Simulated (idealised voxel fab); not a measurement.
Title: Process Module voxel gate over fins
240 nm wide, 5 nm square cells: that's cross-section cut.
Cross-section spec: square-cell grid; bands listed top down; each band is one or more rows.
Per band: top height and bottom height in nm, followed by the left-to-right materials and their widths in nm; "all across" marks a single material spanning edge to edge, "blank" marks empty space.
Measure heights from 0. That's the level where, below it, the as-received wafer is all one material. The lowest band is bottomless and extends downward; write it as in "from 0 down".
Think of "30 to 40" as a width that walks from the first number to the second as you go down the band, top row to bottom row, taking equal-sized steps from row to row.
What does "nothing was modified" mean for a step? It means no cell of the cross-section changed in that step.
Closed empty spaces (no open way to the top) of 8 cells or more are what "closed voids" lists, each as width x height at distance from the left edge, nm for all three.
The remark found on a step's line after its settings is issued by the simulator itself and pertains to that step.
Each step line may optionally specify "overlay nm", which for a step with a mask gives the rightward distance between the mask's planned place and where it lay, a negative value indicating the leftward direction.

THE PROCESS STEPS THAT WERE PLANNED ARE LISTED BELOW
1) RECEIVE (material Si)
2) CONFORMAL_DEP (material SiN; thk nm 10)
3) DIRECTIONAL_DEP (material aC; thk nm 15)
4) PATTERN (tone cover; mask id FINS; material resist; width nm 15; pitch nm 35; thk nm 30; overlay nm 0)
5) DIRECTIONAL_ETCH (etch materials aC; depth nm 15)
6) STRIP (etch materials resist)
7) DIRECTIONAL_ETCH (etch materials SiN; depth nm 10)
8) DIRECTIONAL_ETCH (etch materials Si; depth nm 35)
9) STRIP (etch materials aC)
10) OXIDIZE (depth nm 5)
11) FILL_DEP (material SiO2; thk nm 5)
12) CMP (height nm 10)
13) SELECTIVE_ETCH (etch materials SiO2; depth nm 25)
14) STRIP (etch materials SiN)
15) CONFORMAL_DEP (material HfO2; thk nm 5)
16) CONFORMAL_DEP (material TiN; thk nm 5)
17) FILL_DEP (material W; thk nm 10)
18) CMP (height nm 15)
19) CONFORMAL_DEP (material SiN; thk nm 5)

FIRST WAFER OUT OF TWO, PROCESSED AS PLANNED

HERE'S WHAT THE WAFER LOOKED LIKE IN CROSS-SECTION WHEN IT ARRIVED - THAT'S AFTER STEP 1
  from 0 down = Si all across
  closed voids: none

CROSS-SECTION THROUGH THE WAFER, STEP 2 FINISHED
  from 10 to 0 = SiN all across
  Everything below 0 is unchanged.

CROSS-SECTION THROUGH THE WAFER, STEP 3 FINISHED
  from 25 to 10 = aC all across
  Everything below 10 is unchanged.

CROSS-SECTION THROUGH THE WAFER, STEP 4 FINISHED
  from 55 to 25 = blank (75); resist (15); blank (20); resist (15); blank (20); resist (15); blank (80)
  Everything below 25 is unchanged.

CROSS-SECTION THROUGH THE WAFER, STEP 5 FINISHED
  from 40 to 25 = blank (75); resist (15); blank (20); resist (15); blank (20); resist (15); blank (80)
  from 25 to 10 = blank (75); aC (15); blank (20); aC (15); blank (20); aC (15); blank (80)
  Everything below 10 is unchanged.

CROSS-SECTION THROUGH THE WAFER, STEP 6 FINISHED
  from 25 to 10 = blank (75); aC (15); blank (20); aC (15); blank (20); aC (15); blank (80)
  Everything below 10 is unchanged.

CROSS-SECTION THROUGH THE WAFER, STEP 7 FINISHED
  from 25 to 10 = blank (75); aC (15); blank (20); aC (15); blank (20); aC (15); blank (80)
  from 10 to 0 = blank (75); SiN (15); blank (20); SiN (15); blank (20); SiN (15); blank (80)
  Everything below 0 is unchanged.

CROSS-SECTION THROUGH THE WAFER, STEP 8 FINISHED
  from 25 to 10 = blank (75); aC (15); blank (20); aC (15); blank (20); aC (15); blank (80)
  from 10 to 0 = blank (75); SiN (15); blank (20); SiN (15); blank (20); SiN (15); blank (80)
  from 0 to -35 = blank (75); Si (15); blank (20); Si (15); blank (20); Si (15); blank (80)
  Everything below -35 is unchanged.

CROSS-SECTION THROUGH THE WAFER, STEP 9 FINISHED
  from 10 to 0 = blank (75); SiN (15); blank (20); SiN (15); blank (20); SiN (15); blank (80)
  Everything below 0 is unchanged.

CROSS-SECTION THROUGH THE WAFER, STEP 10 FINISHED
  from 10 to 0 = blank (75); SiN (15); blank (20); SiN (15); blank (20); SiN (15); blank (80)
  from 0 to -35 = blank (75); SiO2 (5); Si (5); SiO2 (5); blank (20); SiO2 (5); Si (5); SiO2 (5); blank (20); SiO2 (5); Si (5); SiO2 (5); blank (80)
  from -35 to -40 = SiO2 (80); Si (5); SiO2 (30); Si (5); SiO2 (30); Si (5); SiO2 (85)
  Everything below -40 is unchanged.

CROSS-SECTION THROUGH THE WAFER, STEP 11 FINISHED
  from 15 to 10 = SiO2 all across
  from 10 to 0 = SiO2 (75); SiN (15); SiO2 (20); SiN (15); SiO2 (20); SiN (15); SiO2 (80)
  from 0 to -40 = SiO2 (80); Si (5); SiO2 (30); Si (5); SiO2 (30); Si (5); SiO2 (85)
  Everything below -40 is unchanged.

CROSS-SECTION THROUGH THE WAFER, STEP 12 FINISHED
  from 10 to 0 = SiO2 (75); SiN (15); SiO2 (20); SiN (15); SiO2 (20); SiN (15); SiO2 (80)
  Everything below 0 is unchanged.

CROSS-SECTION THROUGH THE WAFER, STEP 13 FINISHED
  from 10 to 0 = blank (75); SiN (15); blank (20); SiN (15); blank (20); SiN (15); blank (80)
  from 0 to -15 = blank (80); Si (5); blank (30); Si (5); blank (30); Si (5); blank (85)
  Everything below -15 is unchanged.

CROSS-SECTION THROUGH THE WAFER, STEP 14 FINISHED
  from 0 to -15 = blank (80); Si (5); blank (30); Si (5); blank (30); Si (5); blank (85)
  Everything below -15 is unchanged.

CROSS-SECTION THROUGH THE WAFER, STEP 15 FINISHED
  from 5 to 0 = blank (75); HfO2 (15); blank (20); HfO2 (15); blank (20); HfO2 (15); blank (80)
  from 0 to -10 = blank (75); HfO2 (5); Si (5); HfO2 (5); blank (20); HfO2 (5); Si (5); HfO2 (5); blank (20); HfO2 (5); Si (5); HfO2 (5); blank (80)
  from -10 to -15 = HfO2 (80); Si (5); HfO2 (30); Si (5); HfO2 (30); Si (5); HfO2 (85)
  Everything below -15 is unchanged.

CROSS-SECTION THROUGH THE WAFER, STEP 16 FINISHED
  from 10 to 5 = blank (70); TiN (25); blank (10); TiN (25); blank (10); TiN (25); blank (75)
  from 5 to 0 = blank (70); TiN (5); HfO2 (15); TiN (5); blank (10); TiN (5); HfO2 (15); TiN (5); blank (10); TiN (5); HfO2 (15); TiN (5); blank (75)
  from 0 to -5 = blank (70); TiN (5); HfO2 (5); Si (5); HfO2 (5); TiN (5); blank (10); TiN (5); HfO2 (5); Si (5); HfO2 (5); TiN (5); blank (10); TiN (5); HfO2 (5); Si (5); HfO2 (5); TiN (5); blank (75)
  from -5 to -10 = TiN (75); HfO2 (5); Si (5); HfO2 (5); TiN (20); HfO2 (5); Si (5); HfO2 (5); TiN (20); HfO2 (5); Si (5); HfO2 (5); TiN (80)
  Everything below -10 is unchanged.

CROSS-SECTION THROUGH THE WAFER, STEP 17 FINISHED
  from 20 to 10 = W all across
  from 10 to 5 = W (70); TiN (25); W (10); TiN (25); W (10); TiN (25); W (75)
  from 5 to 0 = W (70); TiN (5); HfO2 (15); TiN (5); W (10); TiN (5); HfO2 (15); TiN (5); W (10); TiN (5); HfO2 (15); TiN (5); W (75)
  from 0 to -5 = W (70); TiN (5); HfO2 (5); Si (5); HfO2 (5); TiN (5); W (10); TiN (5); HfO2 (5); Si (5); HfO2 (5); TiN (5); W (10); TiN (5); HfO2 (5); Si (5); HfO2 (5); TiN (5); W (75)
  Everything below -5 is unchanged.

CROSS-SECTION THROUGH THE WAFER, STEP 18 FINISHED
  from 15 to 10 = W all across
  Everything below 10 is unchanged.

CROSS-SECTION THROUGH THE WAFER, STEP 19 FINISHED
  from 20 to 15 = SiN all across
  Everything below 15 is unchanged.

SECOND WAFER: LIKE START, LIKE PLAN, ONE MISTAKE. THROUGH STEP 16 IT MATCHES THE FIRST WAFER

THE SECOND WAFER IN CROSS-SECTION, AT THE PLANNED CLOSE OF STEP 17
  from 20 to 10 = HfO2 all across
  from 10 to 5 = HfO2 (70); TiN (25); HfO2 (10); TiN (25); HfO2 (10); TiN (25); HfO2 (75)
  from 5 to 0 = HfO2 (70); TiN (5); HfO2 (15); TiN (5); HfO2 (10); TiN (5); HfO2 (15); TiN (5); HfO2 (10); TiN (5); HfO2 (15); TiN (5); HfO2 (75)
  from 0 to -5 = HfO2 (70); TiN (5); HfO2 (5); Si (5); HfO2 (5); TiN (5); HfO2 (10); TiN (5); HfO2 (5); Si (5); HfO2 (5); TiN (5); HfO2 (10); TiN (5); HfO2 (5); Si (5); HfO2 (5); TiN (5); HfO2 (75)
  Everything below -5 is unchanged.

THE SECOND WAFER IN CROSS-SECTION, AT THE PLANNED CLOSE OF STEP 18
  from 15 to 10 = HfO2 all across
  Everything below 10 is unchanged.

THE SECOND WAFER IN CROSS-SECTION, AT THE PLANNED CLOSE OF STEP 19
  from 20 to 15 = SiN all across
  Everything below 15 is unchanged.
Deviation from plan: planned and actual differ for step 17; actual: FILL_DEP (material HfO2; thk nm 10)
Upon completion, the second wafer contains, in terms of cells, a greater or smaller amount of certain materials than the first wafer: +147 HfO2, -147 W
